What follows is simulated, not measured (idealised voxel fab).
The following process module bears the name voxel self aligned contacts.
We display cut, a cross-section 200 nm in width whose square cells are each 5 nm.
Cross-section spec: square-cell grid; bands listed top down; each band is one or more rows. Read a band's entry like this: the first values are the height of its top and the height of its bottom in nm, and what follows is the sequence of materials from left to right, each with its width in nm. Note that "blank" is empty space, and that a single material marked "all across" reaches across the band from edge to edge. The level at which height equals 0 is the one under which the wafer, as it arrives, is entirely one material. No lower edge exists for the bottom band, which continues downward and is notated as in "from 0 down". Per-row width for "30 to 40": begins at first number (top row of band), ends at second number (bottom row), increment between rows held constant. When a step is marked "identical to before", none of the cells in the cross-section changed during that step. Entry "Fully closed voids". Content: empty spaces with no open connection to the top, size 8 cells or greater. Each: width x height at distance. Distance: from left edge. Unit: nm. Formally, on a step line, whatever follows the settings is a remark that the simulator itself makes on the step. overlay nm: right-of-plan distance of the mask on a masked step; negative values mean left-of-plan.

## Process steps - plan
1 RECEIVE | material Si
2 OXIDIZE | depth nm 5
3 DIRECTIONAL_DEP | material polySi | thk nm 30
4 DIRECTIONAL_DEP | material SiN | thk nm 15
5 MASKED_ETCH | tone cover | mask id GATE | width nm 35 | pitch nm 60 | etch materials SiN | depth nm 15 | overlay nm 0
6 MASKED_ETCH | tone cover | mask id GATE | width nm 35 | pitch nm 60 | etch materials polySi | depth nm 30 | overlay nm 0
7 CONFORMAL_DEP | material SiN | thk nm 5
8 DIRECTIONAL_ETCH | etch materials SiN | depth nm 5
9 FILL_DEP | material SiO2 | thk nm 20
10 CMP | height nm 55
11 MASKED_ETCH | tone open | mask id CONTACT | width nm 35 | pitch nm 60 | etch materials SiO2 | depth nm 60 | overlay nm 0
12 CONFORMAL_DEP | material TiN | thk nm 5
13 FILL_DEP | material W | thk nm 10
14 CMP | height nm 55
15 CONFORMAL_DEP | material SiN | thk nm 5

## Cross-section of the wafer at receipt, which is the condition after step 1
* from 0 down = Si all across
* Fully closed voids: none

## The plan above was carried out on the starting structure above with one mistake, and this cross-section shows the wafer at the end of the module
* from 60 to 55 = SiN all across
* from 55 to 50 = 45 nm W  5 nm TiN  35 nm SiO2  5 nm TiN  15 nm W  5 nm TiN  35 nm SiO2  5 nm TiN  50 nm W
* from 50 to 45 = 10 nm W  40 nm TiN  35 nm SiO2  25 nm TiN  35 nm SiO2  40 nm TiN  15 nm W
* from 45 to 30 = 10 nm W  5 nm TiN  45 nm SiN  15 nm SiO2  45 nm SiN  15 nm SiO2  45 nm SiN  5 nm TiN  15 nm W
* from 30 to 0 = 10 nm W  5 nm TiN  5 nm SiN  35 nm polySi  5 nm SiN  15 nm SiO2  5 nm SiN  35 nm polySi  5 nm SiN  15 nm SiO2  5 nm SiN  35 nm polySi  5 nm SiN  5 nm TiN  15 nm W
* from 0 to -5 = 15 nm TiN  165 nm SiO2  20 nm TiN
* from -5 down = Si all across
* Fully closed voids: none
Against the plan, the run slipped here: rather than as planned, step 11 actually ran as MASKED_ETCH | tone cover | mask id CONTACT | width nm 35 | pitch nm 60 | etch materials SiO2 | depth nm 60 | overlay nm 0
